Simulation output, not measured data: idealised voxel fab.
A process module follows: voxel wiring stack.
190 nm wide, 5 nm square cells: that's cross-section cut.
In this document a cross-section is written as a grid of square cells. It is given as a series of bands, listed from the top down, and a band is one or more rows of cells.
Quick guide to a band line: top height, bottom height (nm) up front; then every material left to right with its width in nm. Only one material and it's marked "everywhere"? Then it fills the band edge to edge. And "empty" just means empty space.
Ref level 0: as-received wafer is one material below here. Bottom band extends down with no lower bound ("top 0, no bottom").
A two-number width, for instance "30..40", indicates that the width is equal to the first number in the top row of the band and to the second number in the bottom row, and that it changes by a constant amount per row of cells.
Reading "no alteration" for a step: not a cell of the cross-section changed in it.
You'll see "Internal closed voids" listing empty spaces that have no way open to the top, as long as they're 8 cells or more; the notation is width x height at distance, where the distance is from the left edge, and all of it is in nm.
Text after the settings on a step's line: the simulator's own remark on that step.
overlay nm: where the mask lay relative to plan, measured to the right, on steps with a mask; negatives go left.
### Here's what the planned process steps look like
- 1: RECEIVE with material Si
- 2: CONFORMAL_DEP with material SiO2, thk nm 10
- 3: DIRECTIONAL_DEP with material TiN, thk nm 5
- 4: DIRECTIONAL_DEP with material Ru, thk nm 25
- 5: PATTERN with tone cover, mask id METAL_1, material resist, width nm 25, pitch nm 40, thk nm 15, overlay nm 0
- 6: DIRECTIONAL_ETCH with etch materials Ru, depth nm 25
- 7: DIRECTIONAL_ETCH with etch materials TiN, depth nm 5
- 8: STRIP with etch materials resist
- 9: CONFORMAL_DEP with material SiCN, thk nm 5
- 10: FILL_DEP with material SiO2, thk nm 10
- 11: CMP with height nm 40
- 12: CONFORMAL_DEP with material SiCN, thk nm 5
- 13: DIRECTIONAL_DEP with material SiO2, thk nm 10
- 14: MASKED_ETCH with tone open, mask id PLUG_1, width nm 15, pitch nm 40, etch materials SiO2, depth nm 10, overlay nm 0
- 15: MASKED_ETCH with tone open, mask id PLUG_1, width nm 15, pitch nm 40, etch materials SiCN, depth nm 5, overlay nm 0
- 16: CONFORMAL_DEP with material TiN, thk nm 5
- 17: FILL_DEP with material W, thk nm 10
- 18: CMP with height nm 55
- 19: CONFORMAL_DEP with material SiN, thk nm 5
- 20: DIRECTIONAL_DEP with material SiO2, thk nm 20
- 21: DIRECTIONAL_DEP with material aC, thk nm 15
- 22: PATTERN with tone open, mask id METAL_2, material resist, width nm 25, pitch nm 40, thk nm 30, overlay nm 0
- 23: DIRECTIONAL_ETCH with etch materials aC, depth nm 15
- 24: STRIP with etch materials resist
- 25: DIRECTIONAL_ETCH with etch materials SiO2, depth nm 20
- 26: DIRECTIONAL_ETCH with etch materials SiN, depth nm 5
- 27: STRIP with etch materials aC
- 28: CONFORMAL_DEP with material TiN, thk nm 5
- 29: FILL_DEP with material Cu, thk nm 10
- 30: CMP with height nm 80
- 31: EPI with material Ru, thk nm 5
- 32: FILL_DEP with material SiCN, thk nm 5
### Step 1 complete: cross-section of the wafer as received
> top 0, no bottom = Si everywhere
> Internal closed voids: none
### The following cross-section depicts the wafer upon conclusion of the module. Processing commenced from the starting condition illustrated above and adhered to the plan illustrated above, save for one mistake in execution
> top 100, bottom 85 = SiCN everywhere
> top 85, bottom 80 = 35 of SiCN | 35 of Ru | 5 of SiCN | 35 of Ru | 5 of SiCN | 35 of Ru | 40 of SiCN
> top 80, bottom 60 = 40 of SiO2 | 5 of TiN | 15 of Cu | 5 of TiN | 15 of SiO2 | 5 of TiN | 15 of Cu | 5 of TiN | 15 of SiO2 | 5 of TiN | 15 of Cu | 5 of TiN | 45 of SiO2
> top 60, bottom 55 = 40 of SiN | 25 of TiN | 15 of SiN | 25 of TiN | 15 of SiN | 25 of TiN | 45 of SiN
> top 55, bottom 45 = 40 of SiO2 | 5 of TiN | 5 of W | 5 of TiN | 25 of SiO2 | 5 of TiN | 5 of W | 5 of TiN | 25 of SiO2 | 5 of TiN | 5 of W | 5 of TiN | 55 of SiO2
> top 45, bottom 40 = 40 of SiCN | 15 of TiN | 25 of SiCN | 15 of TiN | 25 of SiCN | 15 of TiN | 55 of SiCN
> top 40, bottom 15 = 35 of SiO2 | 5 of SiCN | 25 of Ru | 5 of SiCN | 5 of SiO2 | 5 of SiCN | 25 of Ru | 5 of SiCN | 5 of SiO2 | 5 of SiCN | 25 of Ru | 5 of SiCN | 40 of SiO2
> top 15, bottom 10 = 40 of SiCN | 25 of TiN | 15 of SiCN | 25 of TiN | 15 of SiCN | 25 of TiN | 45 of SiCN
> top 10, bottom 0 = SiO2 everywhere
> top 0, no bottom = Si everywhere
> Internal closed voids: none
The mistake made against the process plan was this: step 32 changed vs plan, executed as FILL_DEP with material SiCN, thk nm 15
